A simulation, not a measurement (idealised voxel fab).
Herein follows the process module entitled voxel capacitor over wiring.
Xsec cut, 160 nm wide, square cell size 5 nm.
Each cross-section below is a grid of square cells, stated as bands in top-down order, with one or more rows of cells making up each band.
The band entry comprises the height of the band's top followed by the height of its bottom, expressed in nm, and subsequently the band's materials from left to right, each stated together with its width in nm. Where a single material is marked with the word "throughout", that material fills the band from edge to edge. The word "blank" represents empty space.
Measure heights from 0. That's the level where, below it, the as-received wafer is all one material. The lowest band is bottomless and extends downward; write it as in "z 0 and below".
Graded width ("30->40"): value in top row of band = first number; value in bottom row = second number; row-to-row change constant.
"all unchanged", as given for a step, is the statement that not any cell of the cross-section underwent a change during that step.
"Enclosed internal voids": sealed empty spaces, 8 cells or more, no open way to top, listed width x height at distance, with distance from the left edge and width, height and distance in nm.
Post-settings text on a step line: simulator's own remark regarding the step.
Each step line may optionally specify "overlay nm", which for a step with a mask gives the rightward distance between the mask's planned place and where it lay, a negative value indicating the leftward direction.
[The planned process steps are enumerated hereunder]
1) RECEIVE | material Si
2) CONFORMAL_DEP | material SiO2 | thk nm 10
3) DIRECTIONAL_DEP | material TiN | thk nm 5
4) DIRECTIONAL_DEP | material Ru | thk nm 15
5) MASKED_ETCH | tone cover | mask id METAL_1 | width nm 20 | pitch nm 90 | etch materials Ru | depth nm 15 | overlay nm 0
6) MASKED_ETCH | tone cover | mask id METAL_1 | width nm 20 | pitch nm 90 | etch materials TiN | depth nm 5 | overlay nm 0
7) CONFORMAL_DEP | material SiN | thk nm 5
8) FILL_DEP | material lowk | thk nm 5
9) CMP | height nm 30
10) CONFORMAL_DEP | material SiCN | thk nm 5
11) DIRECTIONAL_DEP | material lowk | thk nm 20
12) DIRECTIONAL_DEP | material aC | thk nm 10
13) PATTERN | tone open | mask id PLUG_1 | material resist | width nm 15 | thk nm 25 | overlay nm 0
14) DIRECTIONAL_ETCH | etch materials aC | depth nm 10
15) STRIP | etch materials resist
16) DIRECTIONAL_ETCH | etch materials lowk | depth nm 20
17) DIRECTIONAL_ETCH | etch materials SiCN | depth nm 5
18) STRIP | etch materials aC
19) EPI | material Ru | thk nm 10
20) EPI | material Ru | thk nm 10
21) EPI | material Ru | thk nm 5
22) DIRECTIONAL_DEP | material TiN | thk nm 10
23) DIRECTIONAL_DEP | material Al2O3 | thk nm 5
24) DIRECTIONAL_DEP | material TiN | thk nm 10
25) MASKED_ETCH | tone cover | mask id UPPER_PLATE | width nm 75 | etch materials TiN | depth nm 10 | overlay nm 0
26) MASKED_ETCH | tone cover | mask id UPPER_PLATE | width nm 75 | etch materials Al2O3 | depth nm 5 | overlay nm 0
27) DIRECTIONAL_DEP | material aC | thk nm 15
28) PATTERN | tone cover | mask id LOWER_PLATE | material resist | width nm 85 | thk nm 35 | overlay nm 0
29) DIRECTIONAL_ETCH | etch materials aC | depth nm 15
30) STRIP | etch materials resist
31) DIRECTIONAL_ETCH | etch materials TiN | depth nm 10
32) STRIP | etch materials aC
33) FILL_DEP | material SiO2 | thk nm 20
34) CMP | height nm 95
35) PATTERN | tone open | mask id PLUG_2 | material resist | width nm 15 | thk nm 20 | overlay nm 0
36) DIRECTIONAL_ETCH | etch materials SiO2 | depth nm 15
37) STRIP | etch materials resist
38) CONFORMAL_DEP | material TiN | thk nm 5
39) FILL_DEP | material Cu | thk nm 5
40) CMP | height nm 95
41) CONFORMAL_DEP | material SiCN | thk nm 5
[The first of two wafers, run as planned]
[Delivered wafer in cross-section: state after step 1]
z 0 and below  Si throughout
Enclosed internal voids: none
[Sectional view: wafer, after step 2]
z 10 to 0  SiO2 throughout
No changes below 0.
[Sectional view: wafer, after step 3]
z 15 to 10  TiN throughout
No changes below 10.
[Sectional view: wafer, after step 4]
z 30 to 15  Ru throughout
No changes below 15.
[Sectional view: wafer, after step 5]
z 30 to 15  blank: 25, Ru: 20, blank: 70, Ru: 20, blank: 25
No changes below 15.
[Sectional view: wafer, after step 6]
z 30 to 15  blank: 25, Ru: 20, blank: 70, Ru: 20, blank: 25
z 15 to 10  blank: 25, TiN: 20, blank: 70, TiN: 20, blank: 25
No changes below 10.
[Sectional view: wafer, after step 7]
z 35 to 30  blank: 20, SiN: 30, blank: 60, SiN: 30, blank: 20
z 30 to 15  blank: 20, SiN: 5, Ru: 20, SiN: 5, blank: 60, SiN: 5, Ru: 20, SiN: 5, blank: 20
z 15 to 10  SiN: 25, TiN: 20, SiN: 70, TiN: 20, SiN: 25
No changes below 10.
[Sectional view: wafer, after step 8]
z 40 to 35  lowk throughout
z 35 to 30  lowk: 20, SiN: 30, lowk: 60, SiN: 30, lowk: 20
z 30 to 15  lowk: 20, SiN: 5, Ru: 20, SiN: 5, lowk: 60, SiN: 5, Ru: 20, SiN: 5, lowk: 20
No changes below 15.
[Sectional view: wafer, after step 9]
z 30 to 15  lowk: 20, SiN: 5, Ru: 20, SiN: 5, lowk: 60, SiN: 5, Ru: 20, SiN: 5, lowk: 20
No changes below 15.
[Sectional view: wafer, after step 10]
z 35 to 30  SiCN throughout
No changes below 30.
[Sectional view: wafer, after step 11]
z 55 to 35  lowk throughout
No changes below 35.
[Sectional view: wafer, after step 12]
z 65 to 55  aC throughout
No changes below 55.
[Sectional view: wafer, after step 13]
z 90 to 65  resist: 30, blank: 15, resist: 115
No changes below 65.
[Sectional view: wafer, after step 14]
z 80 to 65  resist: 30, blank: 15, resist: 115
z 65 to 55  aC: 30, blank: 15, aC: 115
No changes below 55.
[Sectional view: wafer, after step 15]
z 65 to 55  aC: 30, blank: 15, aC: 115
No changes below 55.
[Sectional view: wafer, after step 16]
z 65 to 55  aC: 30, blank: 15, aC: 115
z 55 to 35  lowk: 30, blank: 15, lowk: 115
No changes below 35.
[Sectional view: wafer, after step 17]
z 65 to 55  aC: 30, blank: 15, aC: 115
z 55 to 35  lowk: 30, blank: 15, lowk: 115
z 35 to 30  SiCN: 30, blank: 15, SiCN: 115
No changes below 30.
[Sectional view: wafer, after step 18]
z 55 to 35  lowk: 30, blank: 15, lowk: 115
No changes below 35.
[Sectional view: wafer, after step 19]
z 55 to 40  lowk: 30, blank: 15, lowk: 115
z 40 to 35  lowk: 30, Ru: 15, lowk: 115
z 35 to 30  SiCN: 30, Ru: 15, SiCN: 115
No changes below 30.
[Sectional view: wafer, after step 20]
z 55 to 50  lowk: 30, blank: 15, lowk: 115
z 50 to 35  lowk: 30, Ru: 15, lowk: 115
No changes below 35.
[Sectional view: wafer, after step 21]
z 55 to 35  lowk: 30, Ru: 15, lowk: 115
No changes below 35.
[Sectional view: wafer, after step 22]
z 65 to 55  TiN throughout
No changes below 55.
[Sectional view: wafer, after step 23]
z 70 to 65  Al2O3 throughout
No changes below 65.
[Sectional view: wafer, after step 24]
z 80 to 70  TiN throughout
No changes below 70.
[Sectional view: wafer, after step 25]
z 80 to 70  blank: 30, TiN: 75, blank: 55
No changes below 70.
[Sectional view: wafer, after step 26]
z 80 to 70  blank: 30, TiN: 75, blank: 55
z 70 to 65  blank: 30, Al2O3: 75, blank: 55
No changes below 65.
[Sectional view: wafer, after step 27]
z 95 to 80  blank: 30, aC: 75, blank: 55
z 80 to 70  aC: 30, TiN: 75, aC: 55
z 70 to 65  aC: 30, Al2O3: 75, aC: 55
No changes below 65.
[Sectional view: wafer, after step 28]
z 130 to 95  blank: 25, resist: 85, blank: 50
z 95 to 80  blank: 25, resist: 5, aC: 75, resist: 5, blank: 50
No changes below 80.
[Sectional view: wafer, after step 29]
z 115 to 95  blank: 25, resist: 85, blank: 50
z 95 to 80  blank: 25, resist: 5, aC: 75, resist: 5, blank: 50
z 80 to 70  blank: 25, aC: 5, TiN: 75, aC: 5, blank: 50
z 70 to 65  blank: 25, aC: 5, Al2O3: 75, aC: 5, blank: 50
No changes below 65.
[Sectional view: wafer, after step 30]
z 95 to 80  blank: 30, aC: 75, blank: 55
No changes below 80.
[Sectional view: wafer, after step 31]
z 95 to 80  blank: 30, aC: 75, blank: 55
z 80 to 70  blank: 25, aC: 5, TiN: 75, aC: 5, blank: 50
z 70 to 65  blank: 25, aC: 5, Al2O3: 75, aC: 5, blank: 50
z 65 to 55  blank: 25, TiN: 85, blank: 50
No changes below 55.
[Sectional view: wafer, after step 32]
z 80 to 70  blank: 30, TiN: 75, blank: 55
z 70 to 65  blank: 30, Al2O3: 75, blank: 55
No changes below 65.
[Sectional view: wafer, after step 33]
z 100 to 80  SiO2 throughout
z 80 to 70  SiO2: 30, TiN: 75, SiO2: 55
z 70 to 65  SiO2: 30, Al2O3: 75, SiO2: 55
z 65 to 55  SiO2: 25, TiN: 85, SiO2: 50
No changes below 55.
[Sectional view: wafer, after step 34]
z 95 to 80  SiO2 throughout
No changes below 80.
[Sectional view: wafer, after step 35]
z 115 to 95  resist: 40, blank: 15, resist: 105
No changes below 95.
[Sectional view: wafer, after step 36]
z 115 to 95  resist: 40, blank: 15, resist: 105
z 95 to 80  SiO2: 40, blank: 15, SiO2: 105
No changes below 80.
[Sectional view: wafer, after step 37]
z 95 to 80  SiO2: 40, blank: 15, SiO2: 105
No changes below 80.
[Sectional view: wafer, after step 38]
z 100 to 95  TiN: 45, blank: 5, TiN: 110
z 95 to 85  SiO2: 40, TiN: 5, blank: 5, TiN: 5, SiO2: 105
z 85 to 80  SiO2: 40, TiN: 15, SiO2: 105
No changes below 80.
[Sectional view: wafer, after step 39]
z 105 to 100  Cu throughout
z 100 to 95  TiN: 45, Cu: 5, TiN: 110
z 95 to 85  SiO2: 40, TiN: 5, Cu: 5, TiN: 5, SiO2: 105
No changes below 85.
[Sectional view: wafer, after step 40]
z 95 to 85  SiO2: 40, TiN: 5, Cu: 5, TiN: 5, SiO2: 105
No changes below 85.
[Sectional view: wafer, after step 41]
z 100 to 95  SiCN throughout
No changes below 95.
[Second wafer - shared start and plan with the first - one error in running - same as the first up to step 18 inclusive]
[Second wafer: cross-section at the scheduled end of step 20]
z 60 to 55  blank: 25, Ru: 25, blank: 110
z 55 to 35  lowk: 30, Ru: 15, lowk: 115
z 35 to 30  SiCN: 30, Ru: 15, SiCN: 115
No changes below 30.
[Second wafer: cross-section at the scheduled end of step 21]
z 65 to 55  blank: 20, Ru: 35, blank: 105
No changes below 55.
[Second wafer: cross-section at the scheduled end of step 22]
z 75 to 65  blank: 20, TiN: 35, blank: 105
z 65 to 55  TiN: 20, Ru: 35, TiN: 105
No changes below 55.
[Second wafer: cross-section at the scheduled end of step 23]
z 80 to 75  blank: 20, Al2O3: 35, blank: 105
z 75 to 70  blank: 20, TiN: 35, blank: 105
z 70 to 65  Al2O3: 20, TiN: 35, Al2O3: 105
No changes below 65.
[Second wafer: cross-section at the scheduled end of step 24]
z 90 to 80  blank: 20, TiN: 35, blank: 105
z 80 to 75  TiN: 20, Al2O3: 35, TiN: 105
z 75 to 70  TiN throughout
No changes below 70.
[Second wafer: cross-section at the scheduled end of step 25]
z 90 to 80  blank: 30, TiN: 25, blank: 105
z 80 to 75  blank: 20, Al2O3: 35, TiN: 50, blank: 55
z 75 to 70  blank: 20, TiN: 85, blank: 55
No changes below 70.
[Second wafer: cross-section at the scheduled end of step 26]
z 90 to 80  blank: 30, TiN: 25, blank: 105
z 80 to 75  blank: 30, Al2O3: 25, TiN: 50, blank: 55
z 75 to 70  blank: 20, TiN: 85, blank: 55
z 70 to 65  blank: 20, TiN: 35, Al2O3: 50, blank: 55
No changes below 65.
[Second wafer: cross-section at the scheduled end of step 27]
z 105 to 95  blank: 30, aC: 25, blank: 105
z 95 to 90  blank: 30, aC: 75, blank: 55
z 90 to 80  blank: 20, aC: 10, TiN: 25, aC: 50, blank: 55
z 80 to 75  aC: 30, Al2O3: 25, TiN: 50, aC: 55
z 75 to 70  aC: 20, TiN: 85, aC: 55
z 70 to 65  aC: 20, TiN: 35, Al2O3: 50, aC: 55
No changes below 65.
[Second wafer: cross-section at the scheduled end of step 28]
z 140 to 105  blank: 25, resist: 85, blank: 50
z 105 to 95  blank: 25, resist: 5, aC: 25, resist: 55, blank: 50
z 95 to 90  blank: 25, resist: 5, aC: 75, resist: 5, blank: 50
z 90 to 80  blank: 20, aC: 10, TiN: 25, aC: 50, resist: 5, blank: 50
No changes below 80.
[Second wafer: cross-section at the scheduled end of step 29]
z 125 to 105  blank: 25, resist: 85, blank: 50
z 105 to 95  blank: 25, resist: 5, aC: 25, resist: 55, blank: 50
z 95 to 90  blank: 25, resist: 5, aC: 75, resist: 5, blank: 50
z 90 to 80  blank: 25, aC: 5, TiN: 25, aC: 50, resist: 5, blank: 50
z 80 to 75  blank: 25, aC: 5, Al2O3: 25, TiN: 50, aC: 5, blank: 50
z 75 to 70  blank: 20, TiN: 85, aC: 5, blank: 50
z 70 to 65  blank: 20, TiN: 35, Al2O3: 50, aC: 5, blank: 50
No changes below 65.
[Second wafer: cross-section at the scheduled end of step 30]
z 105 to 95  blank: 30, aC: 25, blank: 105
z 95 to 90  blank: 30, aC: 75, blank: 55
z 90 to 80  blank: 25, aC: 5, TiN: 25, aC: 50, blank: 55
No changes below 80.
[Second wafer: cross-section at the scheduled end of step 31]
z 105 to 95  blank: 30, aC: 25, blank: 105
z 95 to 90  blank: 30, aC: 75, blank: 55
z 90 to 80  blank: 25, aC: 5, TiN: 25, aC: 50, blank: 55
z 80 to 75  blank: 25, aC: 5, Al2O3: 25, TiN: 50, aC: 5, blank: 50
z 75 to 70  blank: 25, TiN: 80, aC: 5, blank: 50
z 70 to 65  blank: 25, TiN: 30, Al2O3: 50, aC: 5, blank: 50
z 65 to 55  blank: 20, Ru: 35, TiN: 55, blank: 50
No changes below 55.
[Second wafer: cross-section at the scheduled end of step 32]
z 90 to 80  blank: 30, TiN: 25, blank: 105
z 80 to 75  blank: 30, Al2O3: 25, TiN: 50, blank: 55
z 75 to 70  blank: 25, TiN: 80, blank: 55
z 70 to 65  blank: 25, TiN: 30, Al2O3: 50, blank: 55
No changes below 65.
[Second wafer: cross-section at the scheduled end of step 33]
z 110 to 90  SiO2 throughout
z 90 to 80  SiO2: 30, TiN: 25, SiO2: 105
z 80 to 75  SiO2: 30, Al2O3: 25, TiN: 50, SiO2: 55
z 75 to 70  SiO2: 25, TiN: 80, SiO2: 55
z 70 to 65  SiO2: 25, TiN: 30, Al2O3: 50, SiO2: 55
z 65 to 55  SiO2: 20, Ru: 35, TiN: 55, SiO2: 50
No changes below 55.
[Second wafer: cross-section at the scheduled end of step 34]
z 95 to 90  SiO2 throughout
No changes below 90.
[Second wafer: cross-section at the scheduled end of step 35]
z 115 to 95  resist: 40, blank: 15, resist: 105
No changes below 95.
[Second wafer: cross-section at the scheduled end of step 36]
z 115 to 95  resist: 40, blank: 15, resist: 105
z 95 to 90  SiO2: 40, blank: 15, SiO2: 105
No changes below 90.
[Second wafer: cross-section at the scheduled end of step 37]
z 95 to 90  SiO2: 40, blank: 15, SiO2: 105
No changes below 90.
[Second wafer: cross-section at the scheduled end of step 38]
z 100 to 95  TiN: 45, blank: 5, TiN: 110
z 95 to 90  SiO2: 40, TiN: 15, SiO2: 105
No changes below 90.
[Second wafer: cross-section at the scheduled end of step 39]
z 105 to 100  Cu throughout
z 100 to 95  TiN: 45, Cu: 5, TiN: 110
No changes below 95.
[Second wafer: cross-section at the scheduled end of step 40]
z 95 to 90  SiO2: 40, TiN: 15, SiO2: 105
No changes below 90.
[Second wafer: cross-section at the scheduled end of step 41]
z 100 to 95  SiCN throughout
No changes below 95.
Deviation noted in wafer processing: one of the matching steps 19 and 20 was carried out twice, and there is no way to identify which
Final difference in cells, second wafer against first, listed per material as more or fewer: 2 fewer of Cu; 14 more of Ru; 8 fewer of SiO2; 4 fewer of TiN
